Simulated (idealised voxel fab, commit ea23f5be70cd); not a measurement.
Name of the process module below: voxel self aligned contacts
225 nm wide, 5 nm square cells: that's cross-section cut.
This document writes a cross-section as a grid whose cells are square, and gives it as bands, listed from the top down; one or more rows of cells form a band. Quick guide to a band line: top height, bottom height (nm) up front; then every material left to right with its width in nm. Only one material and it's marked "full width"? Then it fills the band edge to edge. And "air" just means empty space. Heads up on the height convention: 0 is the point under which the incoming wafer is all one material, and the lowest band has no bottom, it just keeps going down, like "0 -> down". So if you see something like "30..40" for the width, read it as the top row of the band sitting at the first number and the bottom row at the second, with every row in between moving by the same amount as the last. What does "nothing was modified" mean for a step? It means no cell of the cross-section changed in that step. "Trapped cavities" specifies each empty space that is not open to the top and that occupies no fewer than 8 cells, using the form width x height at distance, the distance measured from the left edge and all three quantities in nm. It should be noted that, on the line of a given step, the content following the step's settings is a remark produced by the simulator itself with respect to that step. What "overlay nm" on a step's line means: if the step has a mask, that mask lay this far to the right of its planned place, or, when the value is negative, to the left.

## This section lists the process steps that were planned
- 1: RECEIVE: material Si
- 2: CONFORMAL_DEP: material SiO2, thk nm 5
- 3: DIRECTIONAL_DEP: material polySi, thk nm 20
- 4: DIRECTIONAL_DEP: material SiN, thk nm 20
- 5: DIRECTIONAL_DEP: material aC, thk nm 15
- 6: PATTERN: tone cover, mask id GATE, material resist, width nm 35, pitch nm 75, thk nm 35, overlay nm 0
- 7: DIRECTIONAL_ETCH: etch materials aC, depth nm 15
- 8: STRIP: etch materials resist
- 9: DIRECTIONAL_ETCH: etch materials SiN, depth nm 20
- 10: DIRECTIONAL_ETCH: etch materials polySi, depth nm 20
- 11: STRIP: etch materials aC
- 12: CONFORMAL_DEP: material SiN, thk nm 10
- 13: DIRECTIONAL_ETCH: etch materials SiN, depth nm 10
- 14: FILL_DEP: material SiO2, thk nm 15
- 15: CMP: height nm 55
- 16: PATTERN: tone open, mask id CONTACT, material resist, width nm 50, thk nm 20, overlay nm -15
- 17: DIRECTIONAL_ETCH: etch materials SiO2, depth nm 55
- 18: STRIP: etch materials resist
- 19: CONFORMAL_DEP: material TiN, thk nm 5
- 20: FILL_DEP: material W, thk nm 10
- 21: CMP: height nm 55
- 22: CONFORMAL_DEP: material SiCN, thk nm 5
Wafers differ in overlay nm at step 16; plan lists the first wafer's value; identical starting state.

## After step 1, as received: first of several wafers, cross-section
* 0 -> down = Si full width
* Trapped cavities: none

## Cross-section of the first of several wafers once the module has run through its last step, step 22
* 60 -> 55 = SiCN full width
* 55 -> 45 = 70 SiO2 / 5..35 TiN / 40..10 W / 5 TiN / 105 SiO2
* 45 -> 25 = 45 SiO2 / 55 SiN / 5 TiN / 10 W / 5 TiN / 55 SiN / 50 SiO2
* 25 -> 5 = 45 SiO2 / 10 SiN / 35 polySi / 10 SiN / 5 TiN / 10 W / 5 TiN / 10 SiN / 35 polySi / 10 SiN / 50 SiO2
* 5 -> 0 = 100 SiO2 / 20 TiN / 105 SiO2
* 0 -> down = Si full width
* Trapped cavities: none

## Cross-sectional view, end of module, last wafer of several
* 60 -> 55 = SiCN full width
* 55 -> 45 = 100 SiO2 / 5 TiN / 40..10 W / 5..35 TiN / 75 SiO2
* 45 -> 25 = 45 SiO2 / 55 SiN / 5 TiN / 10 W / 5 TiN / 55 SiN / 50 SiO2
* 25 -> 5 = 45 SiO2 / 10 SiN / 35 polySi / 10 SiN / 5 TiN / 10 W / 5 TiN / 10 SiN / 35 polySi / 10 SiN / 50 SiO2
* 5 -> 0 = 100 SiO2 / 20 TiN / 105 SiO2
* 0 -> down = Si full width
* Trapped cavities: none

## Rows = wafers. At module end, each row lists per material the cells gained (+) or lost (-) since the wafer was received, then the closed voids
overlay nm -15; +45 SiCN; +120 SiN; +263 SiO2; +30 TiN; +26 W; +56 polySi; Trapped cavities: none
overlay nm -10; +45 SiCN; +120 SiN; +263 SiO2; +30 TiN; +26 W; +56 polySi; Trapped cavities: none
overlay nm -5; +45 SiCN; +120 SiN; +263 SiO2; +30 TiN; +26 W; +56 polySi; Trapped cavities: none
overlay nm 0; +45 SiCN; +120 SiN; +263 SiO2; +30 TiN; +26 W; +56 polySi; Trapped cavities: none
overlay nm 5; +45 SiCN; +120 SiN; +263 SiO2; +30 TiN; +26 W; +56 polySi; Trapped cavities: none
overlay nm 10; +45 SiCN; +120 SiN; +263 SiO2; +30 TiN; +26 W; +56 polySi; Trapped cavities: none
overlay nm 15; +45 SiCN; +120 SiN; +263 SiO2; +30 TiN; +26 W; +56 polySi; Trapped cavities: none
